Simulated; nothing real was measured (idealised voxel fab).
process module | voxel self aligned vias
cross-section cut | 235 nm wide | cells 5 nm
A cross-section is a grid of square cells, given in bands from the top down. A band is one or more rows of cells.
Each band's line starts with the height of the band's top and of its bottom, in nm. Then come its materials from left to right, each with its width in nm. One material with "throughout" fills the band from edge to edge. "air" is empty space.
Height 0 is the level under which the wafer as received is all one material. The lowest band goes on downwards, as in "0 down".
A width such as "30 to 40" changes by the same amount from each row of cells to the next, from the band's top row to its bottom row.
"no change" after a step means that no cell of the cross-section changed.
closed voids: empty space of 8 cells or more with no open way to the top, each as width x height at its distance from the left edge, in nm
after a step's settings: what the simulator itself notes on the step
overlay nm, on a step with a mask: how far to the right of its planned place the mask lay; to the left if negative
plan
1 op RECEIVE | material Si
2 op CONFORMAL_DEP | material SiO2 | thk nm 10
3 op CONFORMAL_DEP | material SiCN | thk nm 5
4 op DIRECTIONAL_DEP | material SiO2 | thk nm 30
5 op MASKED_ETCH | tone open | mask id LINES | width nm 25 | pitch nm 70 | etch materials SiO2 | depth nm 30 | overlay nm 0
6 op CONFORMAL_DEP | material TiN | thk nm 5
7 op FILL_DEP | material Ru | thk nm 5
8 op CMP | height nm 45
9 op SELECTIVE_ETCH | etch materials W Ru TiN | depth nm 10
10 op FILL_DEP | material SiN | thk nm 10
11 op CMP | height nm 45
12 op DIRECTIONAL_DEP | material SiO2 | thk nm 15
13 op DIRECTIONAL_DEP | material aC | thk nm 10
14 op PATTERN | tone open | mask id VIAS | material resist | width nm 45 | pitch nm 70 | thk nm 30 | overlay nm 0
15 op DIRECTIONAL_ETCH | etch materials aC | depth nm 10
16 op STRIP | etch materials resist
17 op DIRECTIONAL_ETCH | etch materials SiO2 | depth nm 15
18 op DIRECTIONAL_ETCH | etch materials SiN | depth nm 10
19 op STRIP | etch materials aC
20 op CONFORMAL_DEP | material TiN | thk nm 5
21 op FILL_DEP | material W | thk nm 10
22 op CMP | height nm 60
23 op CONFORMAL_DEP | material SiN | thk nm 5
as received, after step 1
  0 down: Si throughout
  closed voids: none
a wafer at the end: this start, this plan, one mistake
  65 to 60: SiN throughout
  60 to 50: SiO2 60 | TiN 5 | W 35 | TiN 5 | SiO2 25 | TiN 5 | W 35 | TiN 5 | SiO2 60
  50 to 45: SiO2 60 | TiN 45 | SiO2 25 | TiN 45 | SiO2 60
  45 to 40: SiCN throughout
  40 to 0: SiO2 throughout
  0 down: Si throughout
  closed voids: none
what went wrong: steps 3 and 4 were swapped
